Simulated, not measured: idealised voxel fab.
A process module follows: voxel transistor to metal.
The cross-section on display is named cut; it measures 195 nm wide, and its cells are 5 nm squares.
A cross-section is a grid of square cells, given in bands from the top down. A band is one or more rows of cells. Top height, bottom height, nm. Materials left to right, width each, nm. Single material + "throughout" = fills band edge to edge. "air" = empty. Where do heights start? At 0: under that level the wafer as delivered is made of one material only. And the lowest band has no floor; it just carries on downward, as in "0 -> down". Per-row width for "30 to 40": begins at first number (top row of band), ends at second number (bottom row), increment between rows held constant. A step reported as "remained the same" is a step in which no cell of the cross-section changed. You'll see "Listed closed voids" listing empty spaces that have no way open to the top, as long as they're 8 cells or more; the notation is width x height at distance, where the distance is from the left edge, and all of it is in nm. Post-settings text on a step line: simulator's own remark regarding the step. "overlay nm", when on a step's line for a step with a mask, measures how far to the right of its planned place the mask lay; a negative measure means to the left.

-- Listed below are the process steps as planned
1. RECEIVE, material Si
2. OXIDIZE, depth nm 5
3. CONFORMAL_DEP, material SiN, thk nm 10
4. DIRECTIONAL_DEP, material aC, thk nm 10
5. PATTERN, tone cover, mask id ACTIVE, material resist, width nm 105, thk nm 25, overlay nm 0
6. DIRECTIONAL_ETCH, etch materials aC, depth nm 10
7. STRIP, etch materials resist
8. DIRECTIONAL_ETCH, etch materials SiN, depth nm 10
9. DIRECTIONAL_ETCH, etch materials SiO2, depth nm 5
10. DIRECTIONAL_ETCH, etch materials Si, depth nm 35
11. STRIP, etch materials aC
12. OXIDIZE, depth nm 5
13. FILL_DEP, material SiO2, thk nm 15
14. CMP, height nm 10
15. SELECTIVE_ETCH, etch materials SiO2, depth nm 10
16. STRIP, etch materials SiN
17. SELECTIVE_ETCH, etch materials SiO2, depth nm 5
18. OXIDIZE, depth nm 5
19. DIRECTIONAL_DEP, material polySi, thk nm 30
20. DIRECTIONAL_DEP, material SiCN, thk nm 10
21. DIRECTIONAL_DEP, material aC, thk nm 15
22. PATTERN, tone cover, mask id GATE, material resist, width nm 35, thk nm 35, overlay nm 0
23. DIRECTIONAL_ETCH, etch materials aC, depth nm 15
24. STRIP, etch materials resist
25. DIRECTIONAL_ETCH, etch materials SiCN, depth nm 20
26. DIRECTIONAL_ETCH, etch materials polySi, depth nm 40
27. STRIP, etch materials aC
28. CONFORMAL_DEP, material SiO2, thk nm 5
29. DIRECTIONAL_ETCH, etch materials SiO2, depth nm 5
30. CONFORMAL_DEP, material SiN, thk nm 5
31. DIRECTIONAL_ETCH, etch materials SiN, depth nm 5
32. DIRECTIONAL_ETCH, etch materials SiO2, depth nm 5
33. DIRECTIONAL_ETCH, etch materials Si, depth nm 5
34. EPI, material nSi, thk nm 10
35. FILL_DEP, material SiO2, thk nm 10
36. CMP, height nm 25
37. STRIP, etch materials polySi
38. SELECTIVE_ETCH, etch materials SiO2, depth nm 5
39. CONFORMAL_DEP, material HfO2, thk nm 5
40. CONFORMAL_DEP, material TiN, thk nm 5
41. FILL_DEP, material W, thk nm 5
42. CMP, height nm 20
43. DIRECTIONAL_DEP, material SiO2, thk nm 10
44. PATTERN, tone open, mask id CONTACT, material resist, width nm 15, pitch nm 80, thk nm 15, overlay nm 0
45. DIRECTIONAL_ETCH, etch materials SiO2, depth nm 35
46. STRIP, etch materials resist
47. CONFORMAL_DEP, material TiN, thk nm 5
48. FILL_DEP, material W, thk nm 10
49. CMP, height nm 30
50. DIRECTIONAL_DEP, material TiN, thk nm 5
51. DIRECTIONAL_DEP, material Ru, thk nm 20
52. PATTERN, tone cover, mask id METAL_1, material resist, width nm 15, pitch nm 80, thk nm 15, overlay nm 0
53. DIRECTIONAL_ETCH, etch materials Ru, depth nm 20
54. DIRECTIONAL_ETCH, etch materials TiN, depth nm 5
55. STRIP, etch materials resist
56. FILL_DEP, material lowk, thk nm 5
57. CMP, height nm 55
58. CONFORMAL_DEP, material SiCN, thk nm 5
59. DIRECTIONAL_DEP, material SiO2, thk nm 35
60. PATTERN, tone open, mask id METAL_2, material resist, width nm 15, pitch nm 80, thk nm 15, overlay nm 0
61. DIRECTIONAL_ETCH, etch materials SiO2, depth nm 20
62. STRIP, etch materials resist
63. PATTERN, tone open, mask id METAL_2_HOLES, material resist, width nm 15, pitch nm 80, thk nm 15, overlay nm 0
64. DIRECTIONAL_ETCH, etch materials SiO2, depth nm 15
65. DIRECTIONAL_ETCH, etch materials SiCN, depth nm 5
66. STRIP, etch materials resist
67. CONFORMAL_DEP, material TiN, thk nm 5
68. FILL_DEP, material Cu, thk nm 10
69. CMP, height nm 95
70. CONFORMAL_DEP, material SiCN, thk nm 5

-- Cross-section of the wafer upon arrival, representing the state reached after step 1
* 0 -> down | Si throughout
* Listed closed voids: none

-- Figure: cross-sectional view of the wafer upon completion of the module, processed from the initial state and according to the plan depicted above, with one error introduced during execution
* 100 -> 95 | SiCN throughout
* 95 -> 60 | 50 nm SiO2, 5 nm TiN, 5 nm Cu, 5 nm TiN, 65 nm SiO2, 5 nm TiN, 5 nm Cu, 5 nm TiN, 50 nm SiO2
* 60 -> 55 | 50 nm SiCN, 15 nm TiN, 65 nm SiCN, 15 nm TiN, 50 nm SiCN
* 55 -> 35 | 50 nm lowk, 15 nm Ru, 65 nm lowk, 15 nm Ru, 50 nm lowk
* 35 -> 30 | 50 nm lowk, 15 nm TiN, 65 nm lowk, 15 nm TiN, 50 nm lowk
* 30 -> 20 | 45 nm SiO2, 5 nm TiN, 5 nm W, 5 nm TiN, 65 nm SiO2, 5 nm TiN, 5 nm W, 5 nm TiN, 55 nm SiO2
* 20 -> 5 | 45 nm SiO2, 5 nm TiN, 5 nm W, 5 nm TiN, 10 nm SiO2, 5 nm SiN, 5 nm HfO2, 5 nm TiN, 25 nm W, 5 nm TiN, 5 nm HfO2, 5 nm SiN, 5 nm TiN, 5 nm W, 5 nm TiN, 55 nm SiO2
* 5 -> 0 | 45 nm SiO2, 5 nm TiN, 5 nm W, 5 nm TiN, 10 nm SiO2, 5 nm SiN, 5 nm HfO2, 5 nm TiN, 25 nm W, 5 nm TiN, 5 nm HfO2, 5 nm SiN, 15 nm TiN, 55 nm SiO2
* 0 -> -5 | 45 nm SiO2, 15 nm TiN, 10 nm nSi, 5 nm SiN, 5 nm HfO2, 35 nm TiN, 5 nm HfO2, 5 nm SiN, 10 nm nSi, 5 nm TiN, 55 nm SiO2
* -5 -> -10 | 45 nm SiO2, 25 nm nSi, 5 nm SiO2, 45 nm HfO2, 5 nm SiO2, 25 nm nSi, 45 nm SiO2
* -10 -> -15 | 50 nm SiO2, 20 nm nSi, 55 nm Si, 20 nm nSi, 50 nm SiO2
* -15 -> -45 | 50 nm SiO2, 95 nm Si, 50 nm SiO2
* -45 -> down | Si throughout
* Listed closed voids: none
Misprocessing identified: for step 44, the planned setting was not used; the step was instead run as PATTERN, tone open, mask id CONTACT, material resist, width nm 15, pitch nm 80, thk nm 15, overlay nm -5
